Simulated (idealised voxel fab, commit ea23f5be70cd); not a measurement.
The name of this process module is voxel fin reveal.
It is cross-section cut that appears here, measuring 250 nm in width, its square cells being 5 nm in size.
Cross-sections here: square-cell grids, written as top-down lists of bands, a band being one or more rows of cells. First you get the band's top height and its bottom height, in nm, and then the materials it's made of, left to right, with each width in nm. If you see a single material with "throughout", that one covers the band edge to edge. "air" is empty space. Zero point of the height axis is 0; under it, received wafer = one material. Lowest band: continues down indefinitely, "from 0 down". You'd read "30->40" like this: the band's top row of cells is as wide as the first number, its bottom row is as wide as the second, and going down, every row changes width by the same amount as the row before did. It should be understood that the words "no alteration", when stated for a given step, signify that the cross-section underwent no change in any of its cells during that step. "Enclosed void entries" means: voids of 8 cells or more that are shut off from the top with no open way through. Written width x height at distance, distance from the left edge, in nm. Heads up: the bit after the settings on a step's line is the simulator's remark on that step. "overlay nm", when on a step's line for a step with a mask, measures how far to the right of its planned place the mask lay; a negative measure means to the left.
Listed below are the process steps as planned:
- 1: RECEIVE | material Si
- 2: CONFORMAL_DEP | material SiN | thk nm 10
- 3: DIRECTIONAL_DEP | material aC | thk nm 10
- 4: PATTERN | tone cover | mask id FINS | material resist | width nm 15 | pitch nm 40 | thk nm 30 | overlay nm 0
- 5: DIRECTIONAL_ETCH | etch materials aC | depth nm 10
- 6: STRIP | etch materials resist
- 7: DIRECTIONAL_ETCH | etch materials SiN | depth nm 10
- 8: DIRECTIONAL_ETCH | etch materials Si | depth nm 40
- 9: STRIP | etch materials aC
- 10: FILL_DEP | material SiO2 | thk nm 10
- 11: CMP | height nm 10
- 12: SELECTIVE_ETCH | etch materials SiO2 | depth nm 30
- 13: STRIP | etch materials SiN
First of two wafers: run as planned:
Step 1 complete: cross-section of the wafer as received:
* from 0 down: Si throughout
* Enclosed void entries: none
Wafer after step 2 (cross-section):
* from 10 to 0: SiN throughout
* Note: structure below 0 unchanged.
Wafer after step 3 (cross-section):
* from 20 to 10: aC throughout
* Note: structure below 10 unchanged.
Wafer after step 4 (cross-section):
* from 50 to 20: air (75); resist (15); air (25); resist (15); air (25); resist (15); air (80)
* Note: structure below 20 unchanged.
Wafer after step 5 (cross-section):
* from 40 to 20: air (75); resist (15); air (25); resist (15); air (25); resist (15); air (80)
* from 20 to 10: air (75); aC (15); air (25); aC (15); air (25); aC (15); air (80)
* Note: structure below 10 unchanged.
Wafer after step 6 (cross-section):
* from 20 to 10: air (75); aC (15); air (25); aC (15); air (25); aC (15); air (80)
* Note: structure below 10 unchanged.
Wafer after step 7 (cross-section):
* from 20 to 10: air (75); aC (15); air (25); aC (15); air (25); aC (15); air (80)
* from 10 to 0: air (75); SiN (15); air (25); SiN (15); air (25); SiN (15); air (80)
* Note: structure below 0 unchanged.
Wafer after step 8 (cross-section):
* from 20 to 10: air (75); aC (15); air (25); aC (15); air (25); aC (15); air (80)
* from 10 to 0: air (75); SiN (15); air (25); SiN (15); air (25); SiN (15); air (80)
* from 0 to -40: air (75); Si (15); air (25); Si (15); air (25); Si (15); air (80)
* Note: structure below -40 unchanged.
Wafer after step 9 (cross-section):
* from 10 to 0: air (75); SiN (15); air (25); SiN (15); air (25); SiN (15); air (80)
* Note: structure below 0 unchanged.
Wafer after step 10 (cross-section):
* from 20 to 10: SiO2 throughout
* from 10 to 0: SiO2 (75); SiN (15); SiO2 (25); SiN (15); SiO2 (25); SiN (15); SiO2 (80)
* from 0 to -40: SiO2 (75); Si (15); SiO2 (25); Si (15); SiO2 (25); Si (15); SiO2 (80)
* Note: structure below -40 unchanged.
Wafer after step 11 (cross-section):
* from 10 to 0: SiO2 (75); SiN (15); SiO2 (25); SiN (15); SiO2 (25); SiN (15); SiO2 (80)
* Note: structure below 0 unchanged.
Wafer after step 12 (cross-section):
* from 10 to 0: air (75); SiN (15); air (25); SiN (15); air (25); SiN (15); air (80)
* from 0 to -20: air (75); Si (15); air (25); Si (15); air (25); Si (15); air (80)
* Note: structure below -20 unchanged.
Wafer after step 13 (cross-section):
* from 0 to -20: air (75); Si (15); air (25); Si (15); air (25); Si (15); air (80)
* Note: structure below -20 unchanged.
Second wafer: same start and same plan as the first, one execution error; identical to the first through step 5:
Second wafer, cut view, end of step 6 per plan: no alteration
Second wafer, cut view, end of step 7 per plan:
* from 40 to 20: air (75); resist (15); air (25); resist (15); air (25); resist (15); air (80)
* from 20 to 10: air (75); aC (15); air (25); aC (15); air (25); aC (15); air (80)
* from 10 to 0: air (75); SiN (15); air (25); SiN (15); air (25); SiN (15); air (80)
* Note: structure below 0 unchanged.
Second wafer, cut view, end of step 8 per plan:
* from 40 to 20: air (75); resist (15); air (25); resist (15); air (25); resist (15); air (80)
* from 20 to 10: air (75); aC (15); air (25); aC (15); air (25); aC (15); air (80)
* from 10 to 0: air (75); SiN (15); air (25); SiN (15); air (25); SiN (15); air (80)
* from 0 to -40: air (75); Si (15); air (25); Si (15); air (25); Si (15); air (80)
* Note: structure below -40 unchanged.
Second wafer, cut view, end of step 9 per plan:
* from 10 to 0: air (75); SiN (15); air (25); SiN (15); air (25); SiN (15); air (80)
* Note: structure below 0 unchanged.
Second wafer, cut view, end of step 10 per plan:
* from 20 to 10: SiO2 throughout
* from 10 to 0: SiO2 (75); SiN (15); SiO2 (25); SiN (15); SiO2 (25); SiN (15); SiO2 (80)
* from 0 to -40: SiO2 (75); Si (15); SiO2 (25); Si (15); SiO2 (25); Si (15); SiO2 (80)
* Note: structure below -40 unchanged.
Second wafer, cut view, end of step 11 per plan:
* from 10 to 0: SiO2 (75); SiN (15); SiO2 (25); SiN (15); SiO2 (25); SiN (15); SiO2 (80)
* Note: structure below 0 unchanged.
Second wafer, cut view, end of step 12 per plan:
* from 10 to 0: air (75); SiN (15); air (25); SiN (15); air (25); SiN (15); air (80)
* from 0 to -20: air (75); Si (15); air (25); Si (15); air (25); Si (15); air (80)
* Note: structure below -20 unchanged.
Second wafer, cut view, end of step 13 per plan:
* from 0 to -20: air (75); Si (15); air (25); Si (15); air (25); Si (15); air (80)
* Note: structure below -20 unchanged.
Diagnosis: step 6 in the plan did not get run; it was skipped
The final cross-section is the same for the two wafers, so this model computes the same thing whether or not the mistake was made.
